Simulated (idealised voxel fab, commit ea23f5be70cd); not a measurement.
Process module name: voxel trench capacitor
Each square cell in cross-section cut measures 5 nm, and the section as a whole is 260 nm wide.
The cross-sections in this document take the form of a grid made of square cells. They are written out as bands, in order from top to bottom. Each band consists of one or more rows of cells.
Quick guide to a band line: top height, bottom height (nm) up front; then every material left to right with its width in nm. Only one material and it's marked "everywhere"? Then it fills the band edge to edge. And "blank" just means empty space.
For the purposes of this specification, 0 denotes the height below which the wafer in its as-received condition is composed wholly of one material, and the lowermost band, lacking a lower limit, extends downward without end, as expressed in "top 0, no bottom".
You'd read "30->40" like this: the band's top row of cells is as wide as the first number, its bottom row is as wide as the second, and going down, every row changes width by the same amount as the row before did.
"no modification", as given for a step, is the statement that not any cell of the cross-section underwent a change during that step.
Empty spaces counting at least 8 cells and having no open way to the top are listed in "Voids, sealed". The notation width x height at distance is used for each, the distance being from the left edge and all three values in nm.
The remark found on a step's line after its settings is issued by the simulator itself and pertains to that step.
overlay nm, on a step with a mask: how far to the right of its planned place the mask lay; to the left if negative
Planned process steps:
1: RECEIVE with material Si
2: CONFORMAL_DEP with material SiN, thk nm 10
3: PATTERN with tone open, mask id TRENCH, material resist, width nm 25, pitch nm 45, thk nm 15, overlay nm 0
4: DIRECTIONAL_ETCH with etch materials SiN, depth nm 10
5: DIRECTIONAL_ETCH with etch materials Si, depth nm 40
6: STRIP with etch materials resist
7: CONFORMAL_DEP with material Al2O3, thk nm 5
8: CONFORMAL_DEP with material TiN, thk nm 5
9: FILL_DEP with material W, thk nm 5
10: CMP with height nm 10
First of two wafers: run as planned:
Delivered wafer in cross-section: state after step 1:
> top 0, no bottom = Si everywhere
> Voids, sealed: none
Sectional view: wafer, after step 2:
> top 10, bottom 0 = SiN everywhere
> Below 0, no change.
Sectional view: wafer, after step 3:
> top 25, bottom 10 = resist=50 | blank=25 | resist=20 | blank=25 | resist=20 | blank=25 | resist=20 | blank=25 | resist=50
> Below 10, no change.
Sectional view: wafer, after step 4:
> top 25, bottom 10 = resist=50 | blank=25 | resist=20 | blank=25 | resist=20 | blank=25 | resist=20 | blank=25 | resist=50
> top 10, bottom 0 = SiN=50 | blank=25 | SiN=20 | blank=25 | SiN=20 | blank=25 | SiN=20 | blank=25 | SiN=50
> Below 0, no change.
Sectional view: wafer, after step 5:
> top 25, bottom 10 = resist=50 | blank=25 | resist=20 | blank=25 | resist=20 | blank=25 | resist=20 | blank=25 | resist=50
> top 10, bottom 0 = SiN=50 | blank=25 | SiN=20 | blank=25 | SiN=20 | blank=25 | SiN=20 | blank=25 | SiN=50
> top 0, bottom -40 = Si=50 | blank=25 | Si=20 | blank=25 | Si=20 | blank=25 | Si=20 | blank=25 | Si=50
> Below -40, no change.
Sectional view: wafer, after step 6:
> top 10, bottom 0 = SiN=50 | blank=25 | SiN=20 | blank=25 | SiN=20 | blank=25 | SiN=20 | blank=25 | SiN=50
> Below 0, no change.
Sectional view: wafer, after step 7:
> top 15, bottom 10 = Al2O3=55 | blank=15 | Al2O3=30 | blank=15 | Al2O3=30 | blank=15 | Al2O3=30 | blank=15 | Al2O3=55
> top 10, bottom 0 = SiN=50 | Al2O3=5 | blank=15 | Al2O3=5 | SiN=20 | Al2O3=5 | blank=15 | Al2O3=5 | SiN=20 | Al2O3=5 | blank=15 | Al2O3=5 | SiN=20 | Al2O3=5 | blank=15 | Al2O3=5 | SiN=50
> top 0, bottom -35 = Si=50 | Al2O3=5 | blank=15 | Al2O3=5 | Si=20 | Al2O3=5 | blank=15 | Al2O3=5 | Si=20 | Al2O3=5 | blank=15 | Al2O3=5 | Si=20 | Al2O3=5 | blank=15 | Al2O3=5 | Si=50
> top -35, bottom -40 = Si=50 | Al2O3=25 | Si=20 | Al2O3=25 | Si=20 | Al2O3=25 | Si=20 | Al2O3=25 | Si=50
> Below -40, no change.
Sectional view: wafer, after step 8:
> top 20, bottom 15 = TiN=60 | blank=5 | TiN=40 | blank=5 | TiN=40 | blank=5 | TiN=40 | blank=5 | TiN=60
> top 15, bottom 10 = Al2O3=55 | TiN=5 | blank=5 | TiN=5 | Al2O3=30 | TiN=5 | blank=5 | TiN=5 | Al2O3=30 | TiN=5 | blank=5 | TiN=5 | Al2O3=30 | TiN=5 | blank=5 | TiN=5 | Al2O3=55
> top 10, bottom 0 = SiN=50 | Al2O3=5 | TiN=5 | blank=5 | TiN=5 | Al2O3=5 | SiN=20 | Al2O3=5 | TiN=5 | blank=5 | TiN=5 | Al2O3=5 | SiN=20 | Al2O3=5 | TiN=5 | blank=5 | TiN=5 | Al2O3=5 | SiN=20 | Al2O3=5 | TiN=5 | blank=5 | TiN=5 | Al2O3=5 | SiN=50
> top 0, bottom -30 = Si=50 | Al2O3=5 | TiN=5 | blank=5 | TiN=5 | Al2O3=5 | Si=20 | Al2O3=5 | TiN=5 | blank=5 | TiN=5 | Al2O3=5 | Si=20 | Al2O3=5 | TiN=5 | blank=5 | TiN=5 | Al2O3=5 | Si=20 | Al2O3=5 | TiN=5 | blank=5 | TiN=5 | Al2O3=5 | Si=50
> top -30, bottom -35 = Si=50 | Al2O3=5 | TiN=15 | Al2O3=5 | Si=20 | Al2O3=5 | TiN=15 | Al2O3=5 | Si=20 | Al2O3=5 | TiN=15 | Al2O3=5 | Si=20 | Al2O3=5 | TiN=15 | Al2O3=5 | Si=50
> Below -35, no change.
Sectional view: wafer, after step 9:
> top 25, bottom 20 = W everywhere
> top 20, bottom 15 = TiN=60 | W=5 | TiN=40 | W=5 | TiN=40 | W=5 | TiN=40 | W=5 | TiN=60
> top 15, bottom 10 = Al2O3=55 | TiN=5 | W=5 | TiN=5 | Al2O3=30 | TiN=5 | W=5 | TiN=5 | Al2O3=30 | TiN=5 | W=5 | TiN=5 | Al2O3=30 | TiN=5 | W=5 | TiN=5 | Al2O3=55
> top 10, bottom 0 = SiN=50 | Al2O3=5 | TiN=5 | W=5 | TiN=5 | Al2O3=5 | SiN=20 | Al2O3=5 | TiN=5 | W=5 | TiN=5 | Al2O3=5 | SiN=20 | Al2O3=5 | TiN=5 | W=5 | TiN=5 | Al2O3=5 | SiN=20 | Al2O3=5 | TiN=5 | W=5 | TiN=5 | Al2O3=5 | SiN=50
> top 0, bottom -30 = Si=50 | Al2O3=5 | TiN=5 | W=5 | TiN=5 | Al2O3=5 | Si=20 | Al2O3=5 | TiN=5 | W=5 | TiN=5 | Al2O3=5 | Si=20 | Al2O3=5 | TiN=5 | W=5 | TiN=5 | Al2O3=5 | Si=20 | Al2O3=5 | TiN=5 | W=5 | TiN=5 | Al2O3=5 | Si=50
> Below -30, no change.
Sectional view: wafer, after step 10:
> top 10, bottom 0 = SiN=50 | Al2O3=5 | TiN=5 | W=5 | TiN=5 | Al2O3=5 | SiN=20 | Al2O3=5 | TiN=5 | W=5 | TiN=5 | Al2O3=5 | SiN=20 | Al2O3=5 | TiN=5 | W=5 | TiN=5 | Al2O3=5 | SiN=20 | Al2O3=5 | TiN=5 | W=5 | TiN=5 | Al2O3=5 | SiN=50
> Below 0, no change.
The second wafer began exactly as the first did and followed the same plan, but one mistake was made while running it; through step 2 inclusive, the two wafers are identical:
Cross-section: second wafer, time at which step 3 was scheduled to end:
> top 25, bottom 10 = resist=50 | blank=30 | resist=15 | blank=30 | resist=15 | blank=30 | resist=15 | blank=30 | resist=45
> Below 10, no change.
Cross-section: second wafer, time at which step 4 was scheduled to end:
> top 25, bottom 10 = resist=50 | blank=30 | resist=15 | blank=30 | resist=15 | blank=30 | resist=15 | blank=30 | resist=45
> top 10, bottom 0 = SiN=50 | blank=30 | SiN=15 | blank=30 | SiN=15 | blank=30 | SiN=15 | blank=30 | SiN=45
> Below 0, no change.
Cross-section: second wafer, time at which step 5 was scheduled to end:
> top 25, bottom 10 = resist=50 | blank=30 | resist=15 | blank=30 | resist=15 | blank=30 | resist=15 | blank=30 | resist=45
> top 10, bottom 0 = SiN=50 | blank=30 | SiN=15 | blank=30 | SiN=15 | blank=30 | SiN=15 | blank=30 | SiN=45
> top 0, bottom -40 = Si=50 | blank=30 | Si=15 | blank=30 | Si=15 | blank=30 | Si=15 | blank=30 | Si=45
> Below -40, no change.
Cross-section: second wafer, time at which step 6 was scheduled to end:
> top 10, bottom 0 = SiN=50 | blank=30 | SiN=15 | blank=30 | SiN=15 | blank=30 | SiN=15 | blank=30 | SiN=45
> Below 0, no change.
Cross-section: second wafer, time at which step 7 was scheduled to end:
> top 15, bottom 10 = Al2O3=55 | blank=20 | Al2O3=25 | blank=20 | Al2O3=25 | blank=20 | Al2O3=25 | blank=20 | Al2O3=50
> top 10, bottom 0 = SiN=50 | Al2O3=5 | blank=20 | Al2O3=5 | SiN=15 | Al2O3=5 | blank=20 | Al2O3=5 | SiN=15 | Al2O3=5 | blank=20 | Al2O3=5 | SiN=15 | Al2O3=5 | blank=20 | Al2O3=5 | SiN=45
> top 0, bottom -35 = Si=50 | Al2O3=5 | blank=20 | Al2O3=5 | Si=15 | Al2O3=5 | blank=20 | Al2O3=5 | Si=15 | Al2O3=5 | blank=20 | Al2O3=5 | Si=15 | Al2O3=5 | blank=20 | Al2O3=5 | Si=45
> top -35, bottom -40 = Si=50 | Al2O3=30 | Si=15 | Al2O3=30 | Si=15 | Al2O3=30 | Si=15 | Al2O3=30 | Si=45
> Below -40, no change.
Cross-section: second wafer, time at which step 8 was scheduled to end:
> top 20, bottom 15 = TiN=60 | blank=10 | TiN=35 | blank=10 | TiN=35 | blank=10 | TiN=35 | blank=10 | TiN=55
> top 15, bottom 10 = Al2O3=55 | TiN=5 | blank=10 | TiN=5 | Al2O3=25 | TiN=5 | blank=10 | TiN=5 | Al2O3=25 | TiN=5 | blank=10 | TiN=5 | Al2O3=25 | TiN=5 | blank=10 | TiN=5 | Al2O3=50
> top 10, bottom 0 = SiN=50 | Al2O3=5 | TiN=5 | blank=10 | TiN=5 | Al2O3=5 | SiN=15 | Al2O3=5 | TiN=5 | blank=10 | TiN=5 | Al2O3=5 | SiN=15 | Al2O3=5 | TiN=5 | blank=10 | TiN=5 | Al2O3=5 | SiN=15 | Al2O3=5 | TiN=5 | blank=10 | TiN=5 | Al2O3=5 | SiN=45
> top 0, bottom -30 = Si=50 | Al2O3=5 | TiN=5 | blank=10 | TiN=5 | Al2O3=5 | Si=15 | Al2O3=5 | TiN=5 | blank=10 | TiN=5 | Al2O3=5 | Si=15 | Al2O3=5 | TiN=5 | blank=10 | TiN=5 | Al2O3=5 | Si=15 | Al2O3=5 | TiN=5 | blank=10 | TiN=5 | Al2O3=5 | Si=45
> top -30, bottom -35 = Si=50 | Al2O3=5 | TiN=20 | Al2O3=5 | Si=15 | Al2O3=5 | TiN=20 | Al2O3=5 | Si=15 | Al2O3=5 | TiN=20 | Al2O3=5 | Si=15 | Al2O3=5 | TiN=20 | Al2O3=5 | Si=45
> Below -35, no change.
Cross-section: second wafer, time at which step 9 was scheduled to end:
> top 25, bottom 20 = W everywhere
> top 20, bottom 15 = TiN=60 | W=10 | TiN=35 | W=10 | TiN=35 | W=10 | TiN=35 | W=10 | TiN=55
> top 15, bottom 10 = Al2O3=55 | TiN=5 | W=10 | TiN=5 | Al2O3=25 | TiN=5 | W=10 | TiN=5 | Al2O3=25 | TiN=5 | W=10 | TiN=5 | Al2O3=25 | TiN=5 | W=10 | TiN=5 | Al2O3=50
> top 10, bottom 0 = SiN=50 | Al2O3=5 | TiN=5 | W=10 | TiN=5 | Al2O3=5 | SiN=15 | Al2O3=5 | TiN=5 | W=10 | TiN=5 | Al2O3=5 | SiN=15 | Al2O3=5 | TiN=5 | W=10 | TiN=5 | Al2O3=5 | SiN=15 | Al2O3=5 | TiN=5 | W=10 | TiN=5 | Al2O3=5 | SiN=45
> top 0, bottom -30 = Si=50 | Al2O3=5 | TiN=5 | W=10 | TiN=5 | Al2O3=5 | Si=15 | Al2O3=5 | TiN=5 | W=10 | TiN=5 | Al2O3=5 | Si=15 | Al2O3=5 | TiN=5 | W=10 | TiN=5 | Al2O3=5 | Si=15 | Al2O3=5 | TiN=5 | W=10 | TiN=5 | Al2O3=5 | Si=45
> Below -30, no change.
Cross-section: second wafer, time at which step 10 was scheduled to end:
> top 10, bottom 0 = SiN=50 | Al2O3=5 | TiN=5 | W=10 | TiN=5 | Al2O3=5 | SiN=15 | Al2O3=5 | TiN=5 | W=10 | TiN=5 | Al2O3=5 | SiN=15 | Al2O3=5 | TiN=5 | W=10 | TiN=5 | Al2O3=5 | SiN=15 | Al2O3=5 | TiN=5 | W=10 | TiN=5 | Al2O3=5 | SiN=45
> Below 0, no change.
Where did the run depart from the plan? for step 3, the planned setting was not used; the step was instead run as PATTERN with tone open, mask id TRENCH, material resist, width nm 30, pitch nm 45, thk nm 15, overlay nm 0
Wafer comparison, final, in cells, second relative to first, materials more or fewer: Al2O3: 4 more, Si: 32 fewer, SiN: 8 fewer, TiN: 4 more, W: 32 more
